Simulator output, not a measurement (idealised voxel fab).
Process module under the name voxel tone inversion
Section cut is 210 nm wide and gridded with 5 nm square cells.
Cross-section spec: square-cell grid; bands listed top down; each band is one or more rows. Per band: top height and bottom height in nm, followed by the left-to-right materials and their widths in nm; "full width" marks a single material spanning edge to edge, "blank" marks empty space. Where do heights start? At 0: under that level the wafer as delivered is made of one material only. And the lowest band has no floor; it just carries on downward, as in "0 and below". Width "30 to 40": first value at the band's top row of cells, second value at its bottom row, equal change from row to row. No cell of the cross-section changed in a step that is given as "no change". Listed in "Closed void table": every empty space of 8 or more cells without an open way to the top. Form: width x height at distance, the distance being from the left edge, all in nm. What comes after the settings on a step's line is commentary from the simulator itself on that step. "overlay nm" on a masked step: distance the mask lay right of its planned place, negative for left.

[So here's the lineup of process steps we planned]
1,RECEIVE, material Si
2,CONFORMAL_DEP, material SiN, thk nm 5
3,DIRECTIONAL_DEP, material polySi, thk nm 20
4,PATTERN, tone cover, mask id POSTS, material resist, width nm 20, pitch nm 45, thk nm 30, overlay nm 0
5,DIRECTIONAL_ETCH, etch materials polySi, depth nm 20
6,STRIP, etch materials resist
7,FILL_DEP, material SiO2, thk nm 5
8,CMP, height nm 25
9,STRIP, etch materials polySi
10,CONFORMAL_DEP, material TiN, thk nm 5
11,FILL_DEP, material Cu, thk nm 10
12,CMP, height nm 25
13,CONFORMAL_DEP, material SiN, thk nm 5

[Cross-section, incoming material, after step 1]
> 0 and below = Si full width
> Closed void table: none

[The first of the two wafers as seen in cross-section once the module was finished; processing followed the plan]
> 30 down to 25 = SiN full width
> 25 down to 10 = 50 of SiO2  5 of TiN  10 of Cu  5 of TiN  25 of SiO2  5 of TiN  10 of Cu  5 of TiN  25 of SiO2  5 of TiN  10 of Cu  5 of TiN  50 of SiO2
> 10 down to 5 = 50 of SiO2  20 of TiN  25 of SiO2  20 of TiN  25 of SiO2  20 of TiN  50 of SiO2
> 5 down to 0 = SiN full width
> 0 and below = Si full width
> Closed void table: none

[Presented here is a cross-section of the second of the two wafers as it stood at the end of the module. It was started in the same manner and assigned the same plan as the first wafer; however, one mistake was made in its execution]
> 30 down to 25 = polySi full width
> 25 down to 10 = 50 of SiO2  5 of TiN  10 of Cu  5 of TiN  25 of SiO2  5 of TiN  10 of Cu  5 of TiN  25 of SiO2  5 of TiN  10 of Cu  5 of TiN  50 of SiO2
> 10 down to 5 = 50 of SiO2  20 of TiN  25 of SiO2  20 of TiN  25 of SiO2  20 of TiN  50 of SiO2
> 5 down to 0 = SiN full width
> 0 and below = Si full width
> Closed void table: none
What broke from the plan during processing? step 13 was not run as planned; what actually ran was CONFORMAL_DEP, material polySi, thk nm 5
It is noted that, at the conclusion of processing, the second wafer exhibits a higher or lower cell count for certain materials relative to the first: 42 fewer of SiN, 42 more of polySi
